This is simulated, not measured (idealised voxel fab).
Process module in this document: voxel self aligned contacts
We display cut, a cross-section 270 nm in width whose square cells are each 5 nm.
In what follows, cross-sections appear as grids of square cells, described through bands that run from the top down, where every band is one or more rows of cells.
First you get the band's top height and its bottom height, in nm, and then the materials it's made of, left to right, with each width in nm. If you see a single material with "throughout", that one covers the band edge to edge. "empty" is empty space.
Heights from 0 (as-received wafer is one material below). Bottom band endless downward, as "0 and below".
Read "30..40" as a graded width: first number on top, second number at the bottom, same change between each pair of neighbouring rows.
A step reported as "no alteration" is a step in which no cell of the cross-section changed.
If an empty space has no open way to the top and is at least 8 cells in size, "Closed internal cavities" lists it, written width x height at distance, where distance is measured from the left edge and every value is in nm.
after a step's settings: what the simulator itself notes on the step
If you see "overlay nm" on a step's line and that step has a mask, it's telling you how far right of where it was planned the mask ended up; a negative number means it went left instead.

The process steps that were planned are listed below
step 1: RECEIVE,material Si
step 2: OXIDIZE,depth nm 5
step 3: DIRECTIONAL_DEP,material polySi,thk nm 20
step 4: DIRECTIONAL_DEP,material SiN,thk nm 25
step 5: PATTERN,tone cover,mask id GATE,material resist,width nm 35,pitch nm 75,thk nm 15,overlay nm 0
step 6: DIRECTIONAL_ETCH,etch materials SiN,depth nm 25
step 7: DIRECTIONAL_ETCH,etch materials polySi,depth nm 20
step 8: STRIP,etch materials resist
step 9: CONFORMAL_DEP,material SiN,thk nm 10
step 10: DIRECTIONAL_ETCH,etch materials SiN,depth nm 10
step 11: FILL_DEP,material SiO2,thk nm 20
step 12: CMP,height nm 55
step 13: MASKED_ETCH,tone open,mask id CONTACT,width nm 50,etch materials SiO2,depth nm 60,overlay nm 0
step 14: CONFORMAL_DEP,material TiN,thk nm 5
step 15: FILL_DEP,material Ru,thk nm 5
step 16: CMP,height nm 55
step 17: CONFORMAL_DEP,material SiCN,thk nm 5

First wafer, as planned

As received, after step 1
	0 and below | Si throughout
	Closed internal cavities: none

Sectional view: wafer, after step 2
	0 down to -5 | SiO2 throughout
	Below -5, the layers are the same as they were.

Sectional view: wafer, after step 3
	20 down to 0 | polySi throughout
	Below 0, the layers are the same as they were.

Sectional view: wafer, after step 4
	45 down to 20 | SiN throughout
	Below 20, the layers are the same as they were.

Sectional view: wafer, after step 5
	60 down to 45 | 80 of empty | 35 of resist | 40 of empty | 35 of resist | 80 of empty
	Below 45, the layers are the same as they were.

Sectional view: wafer, after step 6
	60 down to 45 | 80 of empty | 35 of resist | 40 of empty | 35 of resist | 80 of empty
	45 down to 20 | 80 of empty | 35 of SiN | 40 of empty | 35 of SiN | 80 of empty
	Below 20, the layers are the same as they were.

Sectional view: wafer, after step 7
	60 down to 45 | 80 of empty | 35 of resist | 40 of empty | 35 of resist | 80 of empty
	45 down to 20 | 80 of empty | 35 of SiN | 40 of empty | 35 of SiN | 80 of empty
	20 down to 0 | 80 of empty | 35 of polySi | 40 of empty | 35 of polySi | 80 of empty
	Below 0, the layers are the same as they were.

Sectional view: wafer, after step 8
	45 down to 20 | 80 of empty | 35 of SiN | 40 of empty | 35 of SiN | 80 of empty
	Below 20, the layers are the same as they were.

Sectional view: wafer, after step 9
	55 down to 20 | 70 of empty | 55 of SiN | 20 of empty | 55 of SiN | 70 of empty
	20 down to 10 | 70 of empty | 10 of SiN | 35 of polySi | 10 of SiN | 20 of empty | 10 of SiN | 35 of polySi | 10 of SiN | 70 of empty
	10 down to 0 | 80 of SiN | 35 of polySi | 40 of SiN | 35 of polySi | 80 of SiN
	Below 0, the layers are the same as they were.

Sectional view: wafer, after step 10
	45 down to 20 | 70 of empty | 55 of SiN | 20 of empty | 55 of SiN | 70 of empty
	20 down to 0 | 70 of empty | 10 of SiN | 35 of polySi | 10 of SiN | 20 of empty | 10 of SiN | 35 of polySi | 10 of SiN | 70 of empty
	Below 0, the layers are the same as they were.

Sectional view: wafer, after step 11
	65 down to 45 | SiO2 throughout
	45 down to 20 | 70 of SiO2 | 55 of SiN | 20 of SiO2 | 55 of SiN | 70 of SiO2
	20 down to 0 | 70 of SiO2 | 10 of SiN | 35 of polySi | 10 of SiN | 20 of SiO2 | 10 of SiN | 35 of polySi | 10 of SiN | 70 of SiO2
	Below 0, the layers are the same as they were.

Sectional view: wafer, after step 12
	55 down to 45 | SiO2 throughout
	Below 45, the layers are the same as they were.

Sectional view: wafer, after step 13
	55 down to 45 | 110 of SiO2 | 50 of empty | 110 of SiO2
	45 down to 20 | 70 of SiO2 | 55 of SiN | 20 of empty | 55 of SiN | 70 of SiO2
	20 down to 0 | 70 of SiO2 | 10 of SiN | 35 of polySi | 10 of SiN | 20 of empty | 10 of SiN | 35 of polySi | 10 of SiN | 70 of SiO2
	0 down to -5 | 125 of SiO2 | 20 of empty | 125 of SiO2
	Below -5, the layers are the same as they were.

Sectional view: wafer, after step 14
	60 down to 55 | 115 of TiN | 40 of empty | 115 of TiN
	55 down to 45 | 110 of SiO2 | 5..20 of TiN | 40..10 of empty | 5..20 of TiN | 110 of SiO2
	45 down to 20 | 70 of SiO2 | 55 of SiN | 5 of TiN | 10 of empty | 5 of TiN | 55 of SiN | 70 of SiO2
	20 down to 0 | 70 of SiO2 | 10 of SiN | 35 of polySi | 10 of SiN | 5 of TiN | 10 of empty | 5 of TiN | 10 of SiN | 35 of polySi | 10 of SiN | 70 of SiO2
	0 down to -5 | 125 of SiO2 | 20 of TiN | 125 of SiO2
	Below -5, the layers are the same as they were.

Sectional view: wafer, after step 15
	65 down to 60 | Ru throughout
	60 down to 55 | 115 of TiN | 40 of Ru | 115 of TiN
	55 down to 45 | 110 of SiO2 | 5..20 of TiN | 40..10 of Ru | 5..20 of TiN | 110 of SiO2
	45 down to 20 | 70 of SiO2 | 55 of SiN | 5 of TiN | 10 of Ru | 5 of TiN | 55 of SiN | 70 of SiO2
	20 down to 0 | 70 of SiO2 | 10 of SiN | 35 of polySi | 10 of SiN | 5 of TiN | 10 of Ru | 5 of TiN | 10 of SiN | 35 of polySi | 10 of SiN | 70 of SiO2
	Below 0, the layers are the same as they were.

Sectional view: wafer, after step 16
	55 down to 45 | 110 of SiO2 | 5..20 of TiN | 40..10 of Ru | 5..20 of TiN | 110 of SiO2
	Below 45, the layers are the same as they were.

Sectional view: wafer, after step 17
	60 down to 55 | SiCN throughout
	Below 55, the layers are the same as they were.

Second wafer: like start, like plan, one mistake. Through step 1 it matches the first wafer

When step 2 should have ended
	20 down to 0 | polySi throughout
	Below 0, the layers are the same as they were.

When step 3 should have ended
	20 down to 15 | SiO2 throughout
	Below 15, the layers are the same as they were.

When step 4 should have ended
	45 down to 20 | SiN throughout
	Below 20, the layers are the same as they were.

When step 5 should have ended
	60 down to 45 | 80 of empty | 35 of resist | 40 of empty | 35 of resist | 80 of empty
	Below 45, the layers are the same as they were.

When step 6 should have ended
	60 down to 45 | 80 of empty | 35 of resist | 40 of empty | 35 of resist | 80 of empty
	45 down to 20 | 80 of empty | 35 of SiN | 40 of empty | 35 of SiN | 80 of empty
	Below 20, the layers are the same as they were.

when step 7 should have ended: no alteration

When step 8 should have ended
	45 down to 20 | 80 of empty | 35 of SiN | 40 of empty | 35 of SiN | 80 of empty
	Below 20, the layers are the same as they were.

When step 9 should have ended
	55 down to 30 | 70 of empty | 55 of SiN | 20 of empty | 55 of SiN | 70 of empty
	30 down to 20 | SiN throughout
	Below 20, the layers are the same as they were.

When step 10 should have ended
	45 down to 20 | 70 of empty | 55 of SiN | 20 of empty | 55 of SiN | 70 of empty
	Below 20, the layers are the same as they were.

When step 11 should have ended
	65 down to 45 | SiO2 throughout
	45 down to 20 | 70 of SiO2 | 55 of SiN | 20 of SiO2 | 55 of SiN | 70 of SiO2
	Below 20, the layers are the same as they were.

When step 12 should have ended
	55 down to 45 | SiO2 throughout
	Below 45, the layers are the same as they were.

When step 13 should have ended
	55 down to 45 | 110 of SiO2 | 50 of empty | 110 of SiO2
	45 down to 20 | 70 of SiO2 | 55 of SiN | 20 of empty | 55 of SiN | 70 of SiO2
	20 down to 15 | 125 of SiO2 | 20 of empty | 125 of SiO2
	Below 15, the layers are the same as they were.

When step 14 should have ended
	60 down to 55 | 115 of TiN | 40 of empty | 115 of TiN
	55 down to 45 | 110 of SiO2 | 5..20 of TiN | 40..10 of empty | 5..20 of TiN | 110 of SiO2
	45 down to 20 | 70 of SiO2 | 55 of SiN | 5 of TiN | 10 of empty | 5 of TiN | 55 of SiN | 70 of SiO2
	20 down to 15 | 125 of SiO2 | 20 of TiN | 125 of SiO2
	Below 15, the layers are the same as they were.

When step 15 should have ended
	65 down to 60 | Ru throughout
	60 down to 55 | 115 of TiN | 40 of Ru | 115 of TiN
	55 down to 45 | 110 of SiO2 | 5..20 of TiN | 40..10 of Ru | 5..20 of TiN | 110 of SiO2
	45 down to 20 | 70 of SiO2 | 55 of SiN | 5 of TiN | 10 of Ru | 5 of TiN | 55 of SiN | 70 of SiO2
	Below 20, the layers are the same as they were.

When step 16 should have ended
	55 down to 45 | 110 of SiO2 | 5..20 of TiN | 40..10 of Ru | 5..20 of TiN | 110 of SiO2
	Below 45, the layers are the same as they were.

When step 17 should have ended
	60 down to 55 | SiCN throughout
	Below 55, the layers are the same as they were.
Run error: steps 2 and 3 were swapped
Final difference in cells, second wafer against first, listed per material as more or fewer: 8 fewer of Ru, 54 more of Si, 32 fewer of SiN, 112 fewer of SiO2, 8 fewer of TiN, 106 more of polySi
